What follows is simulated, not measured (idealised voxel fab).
This is a process module. Its name is voxel quadruple lines.
Section shown: cut. Width: 290 nm. Cell size: 5 nm, square.
Cross-section = grid of square cells, listed top down in bands; band = one or more rows.
First you get the band's top height and its bottom height, in nm, and then the materials it's made of, left to right, with each width in nm. If you see a single material with "throughout", that one covers the band edge to edge. "air" is empty space.
For the purposes of this specification, 0 denotes the height below which the wafer in its as-received condition is composed wholly of one material, and the lowermost band, lacking a lower limit, extends downward without end, as expressed in "from 0 down".
Width "30..40": first value at the band's top row of cells, second value at its bottom row, equal change from row to row.
When a step is marked "same as before", none of the cells in the cross-section changed during that step.
In "Listed closed voids" the enclosed voids are listed, meaning empty spaces of 8 cells or larger without any opening to the top. The form is width x height at distance, distance from the left edge, units nm.
Step line, after settings: the simulator's comment on this step.
A step line may carry the setting "overlay nm", which, for steps involving a mask, states the distance by which the mask lay to the right of its intended position; negative values denote displacement to the left.

# Process steps foreseen in the plan
step 1: RECEIVE, material Si
step 2: CONFORMAL_DEP, material Al2O3, thk nm 10
step 3: DIRECTIONAL_DEP, material Ru, thk nm 10
step 4: DIRECTIONAL_DEP, material polySi, thk nm 20
step 5: DIRECTIONAL_DEP, material aC, thk nm 20
step 6: PATTERN, tone cover, mask id MANDREL, material resist, width nm 25, thk nm 25, overlay nm 0
step 7: DIRECTIONAL_ETCH, etch materials aC, depth nm 20
step 8: STRIP, etch materials resist
step 9: CONFORMAL_DEP, material SiO2, thk nm 15
step 10: DIRECTIONAL_ETCH, etch materials SiO2, depth nm 15
step 11: STRIP, etch materials aC
step 12: DIRECTIONAL_ETCH, etch materials polySi, depth nm 20
step 13: STRIP, etch materials SiO2
step 14: CONFORMAL_DEP, material SiN, thk nm 5
step 15: DIRECTIONAL_ETCH, etch materials SiN, depth nm 5
step 16: STRIP, etch materials polySi
step 17: DIRECTIONAL_ETCH, etch materials Ru, depth nm 10
step 18: STRIP, etch materials SiN

# Shown in cross-section is the wafer as received, that is, as it stands after step 1
* from 0 down = Si throughout
* Listed closed voids: none

# The first of two wafers, cross-sectioned at the end of the module, with the run proceeding as planned
* from 20 to 10 = air: 110  Ru: 5  air: 15  Ru: 5  air: 15  Ru: 5  air: 15  Ru: 5  air: 115
* from 10 to 0 = Al2O3 throughout
* from 0 down = Si throughout
* Listed closed voids: none

# What the second wafer looks like in cross-section once the module is done. Its start and its plan matched the first wafer's exactly; what differed was one mistake in how it was run
* from 15 to 10 = air: 110  Ru: 5  air: 15  Ru: 5  air: 15  Ru: 5  air: 15  Ru: 5  air: 115
* from 10 to 0 = Al2O3 throughout
* from 0 down = Si throughout
* Listed closed voids: none
Where did the run depart from the plan? so step 3 ended up running with a different setting than we planned, it ran as DIRECTIONAL_DEP, material Ru, thk nm 5
The second wafer ends with more or fewer cells of some materials than the first, per final count: Ru -4
